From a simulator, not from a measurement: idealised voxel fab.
process module | voxel wiring stack
cross-section cut | 270 nm wide | cells 5 nm
A cross-section is a grid of square cells, given in bands from the top down. A band is one or more rows of cells.
Each band's line starts with the height of the band's top and of its bottom, in nm. Then come its materials from left to right, each with its width in nm. One material with "throughout" fills the band from edge to edge. "air" is empty space.
Height 0 is the level under which the wafer as received is all one material. The lowest band goes on downwards, as in "0 down".
A width such as "30 to 40" changes by the same amount from each row of cells to the next, from the band's top row to its bottom row.
"no change" after a step means that no cell of the cross-section changed.
closed voids: empty space of 8 cells or more with no open way to the top, each as width x height at its distance from the left edge, in nm
after a step's settings: what the simulator itself notes on the step
overlay nm, on a step with a mask: how far to the right of its planned place the mask lay; to the left if negative
plan
1 op RECEIVE | material Si
2 op CONFORMAL_DEP | material SiO2 | thk nm 10
3 op DIRECTIONAL_DEP | material TiN | thk nm 5
4 op DIRECTIONAL_DEP | material W | thk nm 15
5 op MASKED_ETCH | tone cover | mask id METAL_1 | width nm 25 | pitch nm 40 | etch materials W | depth nm 15 | overlay nm 0
6 op MASKED_ETCH | tone cover | mask id METAL_1 | width nm 25 | pitch nm 40 | etch materials TiN | depth nm 5 | overlay nm 0
7 op FILL_DEP | material lowk | thk nm 10
8 op CMP | height nm 30
9 op CONFORMAL_DEP | material SiCN | thk nm 5
10 op DIRECTIONAL_DEP | material SiO2 | thk nm 10
11 op DIRECTIONAL_DEP | material aC | thk nm 15
12 op PATTERN | tone open | mask id PLUG_1 | material resist | width nm 15 | pitch nm 40 | thk nm 30 | overlay nm 0
13 op DIRECTIONAL_ETCH | etch materials aC | depth nm 15
14 op STRIP | etch materials resist
15 op DIRECTIONAL_ETCH | etch materials SiO2 | depth nm 10
16 op DIRECTIONAL_ETCH | etch materials SiCN | depth nm 5
17 op STRIP | etch materials aC
18 op CONFORMAL_DEP | material TiN | thk nm 5
19 op FILL_DEP | material W | thk nm 5
20 op CMP | height nm 45
21 op CONFORMAL_DEP | material SiCN | thk nm 5
22 op DIRECTIONAL_DEP | material SiO2 | thk nm 15
23 op MASKED_ETCH | tone open | mask id METAL_2 | width nm 25 | pitch nm 40 | etch materials SiO2 | depth nm 15 | overlay nm 0
24 op MASKED_ETCH | tone open | mask id METAL_2 | width nm 25 | pitch nm 40 | etch materials SiCN | depth nm 5 | overlay nm 0
25 op CONFORMAL_DEP | material TiN | thk nm 5
26 op FILL_DEP | material Cu | thk nm 5
27 op CMP | height nm 65
28 op CONFORMAL_DEP | material SiCN | thk nm 5
29 op DIRECTIONAL_DEP | material lowk | thk nm 35
30 op DIRECTIONAL_DEP | material aC | thk nm 15
31 op PATTERN | tone open | mask id METAL_3_HOLES | material resist | width nm 15 | pitch nm 40 | thk nm 30 | overlay nm 0
32 op DIRECTIONAL_ETCH | etch materials aC | depth nm 15
33 op STRIP | etch materials resist
34 op DIRECTIONAL_ETCH | etch materials lowk | depth nm 35
35 op STRIP | etch materials aC
36 op DIRECTIONAL_DEP | material aC | thk nm 15
37 op PATTERN | tone open | mask id METAL_3 | material resist | width nm 25 | pitch nm 40 | thk nm 35 | overlay nm 0
38 op DIRECTIONAL_ETCH | etch materials aC | depth nm 15
39 op STRIP | etch materials resist
40 op DIRECTIONAL_ETCH | etch materials lowk | depth nm 20
41 op DIRECTIONAL_ETCH | etch materials SiCN | depth nm 5
42 op STRIP | etch materials aC
43 op CONFORMAL_DEP | material TiN | thk nm 5
44 op FILL_DEP | material Ru | thk nm 5
45 op CMP | height nm 105
46 op CONFORMAL_DEP | material SiCN | thk nm 5
47 op DIRECTIONAL_DEP | material SiO2 | thk nm 25
48 op PATTERN | tone open | mask id METAL_4 | material resist | width nm 25 | pitch nm 40 | thk nm 15 | overlay nm 0
49 op DIRECTIONAL_ETCH | etch materials SiO2 | depth nm 15
50 op STRIP | etch materials resist
51 op DIRECTIONAL_DEP | material aC | thk nm 15
52 op PATTERN | tone open | mask id METAL_4_HOLES | material resist | width nm 15 | pitch nm 80 | thk nm 35 | overlay nm 0
53 op DIRECTIONAL_ETCH | etch materials aC | depth nm 15
54 op STRIP | etch materials resist
55 op DIRECTIONAL_ETCH | etch materials SiO2 | depth nm 10
56 op DIRECTIONAL_ETCH | etch materials SiCN | depth nm 5
57 op STRIP | etch materials aC
58 op CONFORMAL_DEP | material TiN | thk nm 5
59 op FILL_DEP | material Ru | thk nm 5
60 op CMP | height nm 135
61 op CONFORMAL_DEP | material SiN | thk nm 5
as received, after step 1
  0 down: Si throughout
  closed voids: none
a wafer at the end: this start, this plan, one mistake
  140 to 135: SiN throughout
  135 to 125: SiO2 80 | TiN 5 | Ru 15 | TiN 5 | SiO2 15 | TiN 5 | Ru 15 | TiN 5 | SiO2 15 | TiN 5 | Ru 15 | TiN 5 | SiO2 85
  125 to 120: SiO2 80 | TiN 5 | Ru 5 | TiN 15 | SiO2 15 | TiN 25 | SiO2 15 | TiN 5 | Ru 5 | TiN 15 | SiO2 85
  120 to 110: SiO2 80 | TiN 5 | Ru 5 | TiN 5 | SiO2 65 | TiN 5 | Ru 5 | TiN 5 | SiO2 95
  110 to 105: SiCN 80 | TiN 15 | SiCN 65 | TiN 15 | SiCN 95
  105 to 90: lowk 80 | TiN 5 | Ru 15 | TiN 5 | lowk 15 | TiN 5 | Ru 15 | TiN 5 | lowk 15 | TiN 5 | Ru 15 | TiN 5 | lowk 85
  90 to 85: lowk 80 | TiN 5 | Ru 5 | TiN 15 | lowk 15 | TiN 5 | Ru 5 | TiN 15 | lowk 15 | TiN 5 | Ru 5 | TiN 15 | lowk 85
  85 to 70: lowk 80 | TiN 5 | Ru 5 | TiN 5 | lowk 25 | TiN 5 | Ru 5 | TiN 5 | lowk 25 | TiN 5 | Ru 5 | TiN 5 | lowk 95
  70 to 65: SiCN 80 | TiN 15 | SiCN 25 | TiN 15 | SiCN 25 | TiN 15 | SiCN 95
  65 to 55: Cu 75 | TiN 5 | SiO2 25 | TiN 5 | Cu 5 | TiN 5 | SiO2 25 | TiN 5 | Cu 5 | TiN 5 | SiO2 25 | TiN 5 | Cu 80
  55 to 50: TiN 80 | SiO2 25 | TiN 15 | SiO2 25 | TiN 15 | SiO2 25 | TiN 85
  50 to 45: SiCN throughout
  45 to 35: SiO2 80 | TiN 5 | W 5 | TiN 5 | SiO2 25 | TiN 5 | W 5 | TiN 5 | SiO2 25 | TiN 5 | W 5 | TiN 5 | SiO2 95
  35 to 30: SiCN 80 | TiN 15 | SiCN 25 | TiN 15 | SiCN 25 | TiN 15 | SiCN 95
  30 to 15: lowk 80 | W 25 | lowk 15 | W 25 | lowk 15 | W 25 | lowk 85
  15 to 10: lowk 80 | TiN 25 | lowk 15 | TiN 25 | lowk 15 | TiN 25 | lowk 85
  10 to 0: SiO2 throughout
  0 down: Si throughout
  closed voids: none
what went wrong: step 23 ran as: op MASKED_ETCH | tone cover | mask id METAL_2 | width nm 25 | pitch nm 40 | etch materials SiO2 | depth nm 15 | overlay nm 0
